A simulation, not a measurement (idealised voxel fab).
The process module presented herein is designated voxel wiring stack.
The width of the displayed cross-section, cut, is 260 nm; its cells are square, with a size of 5 nm.
Cross-section layout: square cells on a grid; listed as bands, top to bottom; a band spans one or more cell rows. First you get the band's top height and its bottom height, in nm, and then the materials it's made of, left to right, with each width in nm. If you see a single material with "everywhere", that one covers the band edge to edge. "air" is empty space. Ref level 0: as-received wafer is one material below here. Bottom band extends down with no lower bound ("0..down"). You'd read "30->40" like this: the band's top row of cells is as wide as the first number, its bottom row is as wide as the second, and going down, every row changes width by the same amount as the row before did. It should be understood that the words "remained unchanged", when stated for a given step, signify that the cross-section underwent no change in any of its cells during that step. What "Enclosed voids" gives you is every empty space of 8 cells or more that is cut off from the top. Each appears as width x height at distance, with the distance taken from the left edge and width, height and distance all in nm. after a step's settings: what the simulator itself notes on the step. overlay nm: step with mask; distance mask lay right of planned place; negative value = left of planned place.
## Listed below are the process steps as planned
1) op RECEIVE | material Si
2) op CONFORMAL_DEP | material SiO2 | thk nm 15
3) op CONFORMAL_DEP | material SiN | thk nm 5
4) op DIRECTIONAL_DEP | material lowk | thk nm 15
5) op MASKED_ETCH | tone open | mask id METAL_1 | width nm 25 | pitch nm 50 | etch materials lowk | depth nm 15 | overlay nm 0
6) op MASKED_ETCH | tone open | mask id METAL_1 | width nm 25 | pitch nm 50 | etch materials SiN | depth nm 5 | overlay nm 0
7) op CONFORMAL_DEP | material TiN | thk nm 5
8) op FILL_DEP | material W | thk nm 10
9) op CMP | height nm 35
10) op EPI | material Ru | thk nm 5
11) op FILL_DEP | material SiCN | thk nm 5
12) op DIRECTIONAL_DEP | material lowk | thk nm 35
13) op PATTERN | tone open | mask id METAL_2_HOLES | material resist | width nm 15 | thk nm 15 | overlay nm 0
14) op DIRECTIONAL_ETCH | etch materials lowk | depth nm 35
15) op STRIP | etch materials resist
16) op DIRECTIONAL_DEP | material aC | thk nm 15
17) op PATTERN | tone open | mask id METAL_2 | material resist | width nm 25 | pitch nm 50 | thk nm 35 | overlay nm 0
18) op DIRECTIONAL_ETCH | etch materials aC | depth nm 15
19) op STRIP | etch materials resist
20) op DIRECTIONAL_ETCH | etch materials lowk | depth nm 20
21) op DIRECTIONAL_ETCH | etch materials SiCN | depth nm 5
22) op STRIP | etch materials aC
23) op CONFORMAL_DEP | material TiN | thk nm 5
24) op FILL_DEP | material Cu | thk nm 5
25) op CMP | height nm 80
26) op CONFORMAL_DEP | material SiCN | thk nm 5
## Incoming wafer in cross-section (state: after step 1)
0..down = Si everywhere
Enclosed voids: none
## Module complete - cross-section of the first of two wafers, run according to plan
85..80 = SiCN everywhere
80..65 = lowk=90 | TiN=5 | Cu=15 | TiN=5 | lowk=25 | TiN=5 | Cu=15 | TiN=5 | lowk=95
65..60 = lowk=90 | TiN=5 | Cu=5 | TiN=15 | lowk=25 | TiN=25 | lowk=95
60..45 = lowk=90 | TiN=5 | Cu=5 | TiN=5 | lowk=155
45..40 = SiCN=90 | TiN=15 | SiCN=155
40..35 = SiCN=85 | Ru=35 | SiCN=15 | Ru=35 | SiCN=90
35..20 = lowk=90 | TiN=5 | W=15 | TiN=5 | lowk=25 | TiN=5 | W=15 | TiN=5 | lowk=95
20..15 = SiN=90 | TiN=25 | SiN=25 | TiN=25 | SiN=95
15..0 = SiO2 everywhere
0..down = Si everywhere
Enclosed voids: none
## Second of two wafers, module complete, sectioned: it shares the first wafer's start and plan but was run with one mistake
85..80 = SiCN everywhere
80..65 = lowk=90 | TiN=5 | Cu=15 | TiN=5 | lowk=25 | TiN=5 | Cu=15 | TiN=5 | lowk=95
65..60 = lowk=90 | TiN=5 | Cu=5 | TiN=15 | lowk=25 | TiN=25 | lowk=95
60..45 = lowk=90 | TiN=5 | Cu=5 | TiN=5 | lowk=155
45..40 = SiCN=90 | TiN=15 | SiCN=155
40..35 = SiCN=85 | Ru=35 | SiCN=15 | Ru=35 | SiCN=90
35..30 = SiN=90 | TiN=25 | SiN=25 | TiN=25 | SiN=95
30..15 = lowk everywhere
15..0 = SiO2 everywhere
0..down = Si everywhere
Enclosed voids: none
Deviation from plan: step 3 ran in the slot meant for step 4, and vice versa
Upon completion, the second wafer contains, in terms of cells, a greater or smaller amount of certain materials than the first wafer: TiN -12 | W -18 | lowk +30
